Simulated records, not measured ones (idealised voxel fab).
The following process module bears the name voxel gate over fins.
Displayed cross-section: cut, width of 270 nm, square cells sized 5 nm.
Bands, listed from the top down, are how a cross-section gets written in this document; the cross-section itself is a grid of square cells, and a band is one or more rows of them. Band: top height; bottom height; in nm. Then, left to right: material with width in nm, for each material. "all across": a single material spanning edge to edge. "empty": empty space. Where do heights start? At 0: under that level the wafer as delivered is made of one material only. And the lowest band has no floor; it just carries on downward, as in "0 nm and below". Think of "30..40" as a width that walks from the first number to the second as you go down the band, top row to bottom row, taking equal-sized steps from row to row. "no change" after a step means that no cell of the cross-section changed. Entry "Closed voids list" = empty spaces >= 8 cells with no open way to the top; each as width x height at distance, distance from left edge, all nm. It should be noted that, on the line of a given step, the content following the step's settings is a remark produced by the simulator itself with respect to that step. "overlay nm" denotes, for a step that has a mask, the displacement of the mask to the right of its planned place, with negative values corresponding to the left.
## Process steps - plan
1. RECEIVE [material Si]
2. CONFORMAL_DEP [material SiN] [thk nm 5]
3. PATTERN [tone cover] [mask id FINS] [material resist] [width nm 15] [pitch nm 40] [thk nm 15] [overlay nm 0]
4. DIRECTIONAL_ETCH [etch materials SiN] [depth nm 5]
5. DIRECTIONAL_ETCH [etch materials Si] [depth nm 30]
6. STRIP [etch materials resist]
7. OXIDIZE [depth nm 5]
8. FILL_DEP [material SiO2] [thk nm 10]
9. CMP [height nm 5]
10. SELECTIVE_ETCH [etch materials SiO2] [depth nm 15]
11. STRIP [etch materials SiN]
12. CONFORMAL_DEP [material HfO2] [thk nm 5]
13. CONFORMAL_DEP [material TiN] [thk nm 5]
14. FILL_DEP [material W] [thk nm 10]
15. CMP [height nm 15]
16. CONFORMAL_DEP [material SiN] [thk nm 5]
## The first of the two wafers, which ran as planned
## Received-state cross-section, reflecting completion of step 1
* 0 nm and below: Si all across
* Closed voids list: none
## Once step 2 is through, the wafer looks like this in cross-section
* 5 nm to 0 nm: SiN all across
* At heights below 0, the structure remains unaltered.
## Once step 3 is through, the wafer looks like this in cross-section
* 20 nm to 5 nm: 85 of empty  15 of resist  25 of empty  15 of resist  25 of empty  15 of resist  90 of empty
* At heights below 5, the structure remains unaltered.
## Once step 4 is through, the wafer looks like this in cross-section
* 20 nm to 5 nm: 85 of empty  15 of resist  25 of empty  15 of resist  25 of empty  15 of resist  90 of empty
* 5 nm to 0 nm: 85 of empty  15 of SiN  25 of empty  15 of SiN  25 of empty  15 of SiN  90 of empty
* At heights below 0, the structure remains unaltered.
## Once step 5 is through, the wafer looks like this in cross-section
* 20 nm to 5 nm: 85 of empty  15 of resist  25 of empty  15 of resist  25 of empty  15 of resist  90 of empty
* 5 nm to 0 nm: 85 of empty  15 of SiN  25 of empty  15 of SiN  25 of empty  15 of SiN  90 of empty
* 0 nm to -30 nm: 85 of empty  15 of Si  25 of empty  15 of Si  25 of empty  15 of Si  90 of empty
* At heights below -30, the structure remains unaltered.
## Once step 6 is through, the wafer looks like this in cross-section
* 5 nm to 0 nm: 85 of empty  15 of SiN  25 of empty  15 of SiN  25 of empty  15 of SiN  90 of empty
* At heights below 0, the structure remains unaltered.
## Once step 7 is through, the wafer looks like this in cross-section
* 5 nm to 0 nm: 85 of empty  15 of SiN  25 of empty  15 of SiN  25 of empty  15 of SiN  90 of empty
* 0 nm to -30 nm: 85 of empty  5 of SiO2  5 of Si  5 of SiO2  25 of empty  5 of SiO2  5 of Si  5 of SiO2  25 of empty  5 of SiO2  5 of Si  5 of SiO2  90 of empty
* -30 nm to -35 nm: 90 of SiO2  5 of Si  35 of SiO2  5 of Si  35 of SiO2  5 of Si  95 of SiO2
* At heights below -35, the structure remains unaltered.
## Once step 8 is through, the wafer looks like this in cross-section
* 15 nm to 5 nm: SiO2 all across
* 5 nm to 0 nm: 85 of SiO2  15 of SiN  25 of SiO2  15 of SiN  25 of SiO2  15 of SiN  90 of SiO2
* 0 nm to -35 nm: 90 of SiO2  5 of Si  35 of SiO2  5 of Si  35 of SiO2  5 of Si  95 of SiO2
* At heights below -35, the structure remains unaltered.
## Once step 9 is through, the wafer looks like this in cross-section
* 5 nm to 0 nm: 85 of SiO2  15 of SiN  25 of SiO2  15 of SiN  25 of SiO2  15 of SiN  90 of SiO2
* At heights below 0, the structure remains unaltered.
## Once step 10 is through, the wafer looks like this in cross-section
* 5 nm to 0 nm: 85 of empty  15 of SiN  25 of empty  15 of SiN  25 of empty  15 of SiN  90 of empty
* 0 nm to -10 nm: 90 of empty  5 of Si  35 of empty  5 of Si  35 of empty  5 of Si  95 of empty
* At heights below -10, the structure remains unaltered.
## Once step 11 is through, the wafer looks like this in cross-section
* 0 nm to -10 nm: 90 of empty  5 of Si  35 of empty  5 of Si  35 of empty  5 of Si  95 of empty
* At heights below -10, the structure remains unaltered.
## Once step 12 is through, the wafer looks like this in cross-section
* 5 nm to 0 nm: 85 of empty  15 of HfO2  25 of empty  15 of HfO2  25 of empty  15 of HfO2  90 of empty
* 0 nm to -5 nm: 85 of empty  5 of HfO2  5 of Si  5 of HfO2  25 of empty  5 of HfO2  5 of Si  5 of HfO2  25 of empty  5 of HfO2  5 of Si  5 of HfO2  90 of empty
* -5 nm to -10 nm: 90 of HfO2  5 of Si  35 of HfO2  5 of Si  35 of HfO2  5 of Si  95 of HfO2
* At heights below -10, the structure remains unaltered.
## Once step 13 is through, the wafer looks like this in cross-section
* 10 nm to 5 nm: 80 of empty  25 of TiN  15 of empty  25 of TiN  15 of empty  25 of TiN  85 of empty
* 5 nm to 0 nm: 80 of empty  5 of TiN  15 of HfO2  5 of TiN  15 of empty  5 of TiN  15 of HfO2  5 of TiN  15 of empty  5 of TiN  15 of HfO2  5 of TiN  85 of empty
* 0 nm to -5 nm: 85 of TiN  5 of HfO2  5 of Si  5 of HfO2  25 of TiN  5 of HfO2  5 of Si  5 of HfO2  25 of TiN  5 of HfO2  5 of Si  5 of HfO2  90 of TiN
* At heights below -5, the structure remains unaltered.
## Once step 14 is through, the wafer looks like this in cross-section
* 20 nm to 10 nm: W all across
* 10 nm to 5 nm: 80 of W  25 of TiN  15 of W  25 of TiN  15 of W  25 of TiN  85 of W
* 5 nm to 0 nm: 80 of W  5 of TiN  15 of HfO2  5 of TiN  15 of W  5 of TiN  15 of HfO2  5 of TiN  15 of W  5 of TiN  15 of HfO2  5 of TiN  85 of W
* At heights below 0, the structure remains unaltered.
## Once step 15 is through, the wafer looks like this in cross-section
* 15 nm to 10 nm: W all across
* At heights below 10, the structure remains unaltered.
## Once step 16 is through, the wafer looks like this in cross-section
* 20 nm to 15 nm: SiN all across
* At heights below 15, the structure remains unaltered.
## The second wafer began exactly as the first did and followed the same plan, but one mistake was made while running it; through step 2 inclusive, the two wafers are identical
## Cross-section of the second wafer when, according to plan, step 3 should have finished
* 20 nm to 5 nm: 80 of empty  25 of resist  15 of empty  25 of resist  15 of empty  25 of resist  85 of empty
* At heights below 5, the structure remains unaltered.
## Cross-section of the second wafer when, according to plan, step 4 should have finished
* 20 nm to 5 nm: 80 of empty  25 of resist  15 of empty  25 of resist  15 of empty  25 of resist  85 of empty
* 5 nm to 0 nm: 80 of empty  25 of SiN  15 of empty  25 of SiN  15 of empty  25 of SiN  85 of empty
* At heights below 0, the structure remains unaltered.
## Cross-section of the second wafer when, according to plan, step 5 should have finished
* 20 nm to 5 nm: 80 of empty  25 of resist  15 of empty  25 of resist  15 of empty  25 of resist  85 of empty
* 5 nm to 0 nm: 80 of empty  25 of SiN  15 of empty  25 of SiN  15 of empty  25 of SiN  85 of empty
* 0 nm to -30 nm: 80 of empty  25 of Si  15 of empty  25 of Si  15 of empty  25 of Si  85 of empty
* At heights below -30, the structure remains unaltered.
## Cross-section of the second wafer when, according to plan, step 6 should have finished
* 5 nm to 0 nm: 80 of empty  25 of SiN  15 of empty  25 of SiN  15 of empty  25 of SiN  85 of empty
* At heights below 0, the structure remains unaltered.
## Cross-section of the second wafer when, according to plan, step 7 should have finished
* 5 nm to 0 nm: 80 of empty  25 of SiN  15 of empty  25 of SiN  15 of empty  25 of SiN  85 of empty
* 0 nm to -30 nm: 80 of empty  5 of SiO2  15 of Si  5 of SiO2  15 of empty  5 of SiO2  15 of Si  5 of SiO2  15 of empty  5 of SiO2  15 of Si  5 of SiO2  85 of empty
* -30 nm to -35 nm: 85 of SiO2  15 of Si  25 of SiO2  15 of Si  25 of SiO2  15 of Si  90 of SiO2
* At heights below -35, the structure remains unaltered.
## Cross-section of the second wafer when, according to plan, step 8 should have finished
* 15 nm to 5 nm: SiO2 all across
* 5 nm to 0 nm: 80 of SiO2  25 of SiN  15 of SiO2  25 of SiN  15 of SiO2  25 of SiN  85 of SiO2
* 0 nm to -35 nm: 85 of SiO2  15 of Si  25 of SiO2  15 of Si  25 of SiO2  15 of Si  90 of SiO2
* At heights below -35, the structure remains unaltered.
## Cross-section of the second wafer when, according to plan, step 9 should have finished
* 5 nm to 0 nm: 80 of SiO2  25 of SiN  15 of SiO2  25 of SiN  15 of SiO2  25 of SiN  85 of SiO2
* At heights below 0, the structure remains unaltered.
## Cross-section of the second wafer when, according to plan, step 10 should have finished
* 5 nm to 0 nm: 80 of empty  25 of SiN  15 of empty  25 of SiN  15 of empty  25 of SiN  85 of empty
* 0 nm to -10 nm: 85 of empty  15 of Si  25 of empty  15 of Si  25 of empty  15 of Si  90 of empty
* At heights below -10, the structure remains unaltered.
## Cross-section of the second wafer when, according to plan, step 11 should have finished
* 0 nm to -10 nm: 85 of empty  15 of Si  25 of empty  15 of Si  25 of empty  15 of Si  90 of empty
* At heights below -10, the structure remains unaltered.
## Cross-section of the second wafer when, according to plan, step 12 should have finished
* 5 nm to 0 nm: 80 of empty  25 of HfO2  15 of empty  25 of HfO2  15 of empty  25 of HfO2  85 of empty
* 0 nm to -5 nm: 80 of empty  5 of HfO2  15 of Si  5 of HfO2  15 of empty  5 of HfO2  15 of Si  5 of HfO2  15 of empty  5 of HfO2  15 of Si  5 of HfO2  85 of empty
* -5 nm to -10 nm: 85 of HfO2  15 of Si  25 of HfO2  15 of Si  25 of HfO2  15 of Si  90 of HfO2
* At heights below -10, the structure remains unaltered.
## Cross-section of the second wafer when, according to plan, step 13 should have finished
* 10 nm to 5 nm: 75 of empty  35 of TiN  5 of empty  35 of TiN  5 of empty  35 of TiN  80 of empty
* 5 nm to 0 nm: 75 of empty  5 of TiN  25 of HfO2  5 of TiN  5 of empty  5 of TiN  25 of HfO2  5 of TiN  5 of empty  5 of TiN  25 of HfO2  5 of TiN  80 of empty
* 0 nm to -5 nm: 80 of TiN  5 of HfO2  15 of Si  5 of HfO2  15 of TiN  5 of HfO2  15 of Si  5 of HfO2  15 of TiN  5 of HfO2  15 of Si  5 of HfO2  85 of TiN
* At heights below -5, the structure remains unaltered.
## Cross-section of the second wafer when, according to plan, step 14 should have finished
* 20 nm to 10 nm: W all across
* 10 nm to 5 nm: 75 of W  35 of TiN  5 of W  35 of TiN  5 of W  35 of TiN  80 of W
* 5 nm to 0 nm: 75 of W  5 of TiN  25 of HfO2  5 of TiN  5 of W  5 of TiN  25 of HfO2  5 of TiN  5 of W  5 of TiN  25 of HfO2  5 of TiN  80 of W
* At heights below 0, the structure remains unaltered.
## Cross-section of the second wafer when, according to plan, step 15 should have finished
* 15 nm to 10 nm: W all across
* At heights below 10, the structure remains unaltered.
## Cross-section of the second wafer when, according to plan, step 16 should have finished
* 20 nm to 15 nm: SiN all across
* At heights below 15, the structure remains unaltered.
Error vs. plan: off-plan run, step 3, actual operation and settings PATTERN [tone cover] [mask id FINS] [material resist] [width nm 25] [pitch nm 40] [thk nm 15] [overlay nm 0]
Final difference in cells, second wafer against first, listed per material as more or fewer: 42 more of Si; 30 fewer of SiO2; 12 fewer of W
